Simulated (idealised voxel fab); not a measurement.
Module name: voxel fin reveal (process module)
Section shown: cut. Width: 210 nm. Cell size: 5 nm, square.
Square cells in a grid make up a cross-section in this document, and the grid is given as bands, listed from the top down, each one or more rows of cells. Basically the band line says how high the top is and how high the bottom is, in nm, and then what's in it from left to right, every material with its width in nm. Empty space shows up as "empty", and if a single material carries "edge to edge" it runs the full band edge to edge. Heights are reckoned from 0. Under this level, the received wafer is all of one material. The bottommost band is open-ended downward, for example "0 down". With a width like "30..40", each row of cells in the band differs from the next by the same amount, the top row carrying the first number and the bottom row the second. Where the words "nothing different" appear for a step, the cross-section shows no cell changed by that step; every cell remained as before. For the entry "Enclosed empty spaces", the listed items are empty spaces with no open way to the top whose size is 8 cells or more; each item follows the pattern width x height at distance, where distance is from the left edge and all three are in nm. Step line, after settings: the simulator's comment on this step. overlay nm: on a step with a mask, how far right of its planned place the mask lay; negative means left.
Process steps (planned):
| 1 | RECEIVE, material Si |
| 2 | CONFORMAL_DEP, material SiN, thk nm 10 |
| 3 | DIRECTIONAL_DEP, material aC, thk nm 15 |
| 4 | PATTERN, tone cover, mask id FINS, material resist, width nm 15, pitch nm 40, thk nm 35, overlay nm 0 |
| 5 | DIRECTIONAL_ETCH, etch materials aC, depth nm 15 |
| 6 | STRIP, etch materials resist |
| 7 | DIRECTIONAL_ETCH, etch materials SiN, depth nm 5 |
| 8 | DIRECTIONAL_ETCH, etch materials Si, depth nm 35 |
| 9 | STRIP, etch materials aC |
| 10 | FILL_DEP, material SiO2, thk nm 5 |
| 11 | CMP, height nm 10 |
| 12 | SELECTIVE_ETCH, etch materials SiO2, depth nm 30 |
| 13 | STRIP, etch materials SiN |
| 14 | CONFORMAL_DEP, material SiO2, thk nm 5 |
Across this set of wafers, the varied parameter is the depth nm of step 7. Starting conditions are identical for every wafer, and the plan reports the value assigned to the first wafer.
As received, i.e. after step 1: cross-section through the first of several wafers:
    0 down  Si edge to edge
    Enclosed empty spaces: none
Post step 14, the closing step of the module: first of several wafers, cross-sectioned:
    5 to 0  SiO2 edge to edge
    0 down  Si edge to edge
    Enclosed empty spaces: none
End of module: cross-section, last of several wafers:
    5 to 0  50 empty  25 SiO2  15 empty  25 SiO2  15 empty  25 SiO2  55 empty
    0 to -15  50 empty  5 SiO2  15 Si  5 SiO2  15 empty  5 SiO2  15 Si  5 SiO2  15 empty  5 SiO2  15 Si  5 SiO2  55 empty
    -15 to -35  55 SiO2  15 Si  25 SiO2  15 Si  25 SiO2  15 Si  60 SiO2
    -35 down  Si edge to edge
    Enclosed empty spaces: none
For your reference, the table is organized with a row per wafer; each row reflects the wafer at the end of the module, indicating for each material the cells gained (+) or lost (-) since receipt, and thereafter its closed voids:
depth nm 5 | +42 SiO2 | Enclosed empty spaces: none
depth nm 10 | -231 Si | +165 SiO2 | Enclosed empty spaces: none
depth nm 15 | -231 Si | +165 SiO2 | Enclosed empty spaces: none
depth nm 20 | -231 Si | +165 SiO2 | Enclosed empty spaces: none
depth nm 25 | -231 Si | +165 SiO2 | Enclosed empty spaces: none
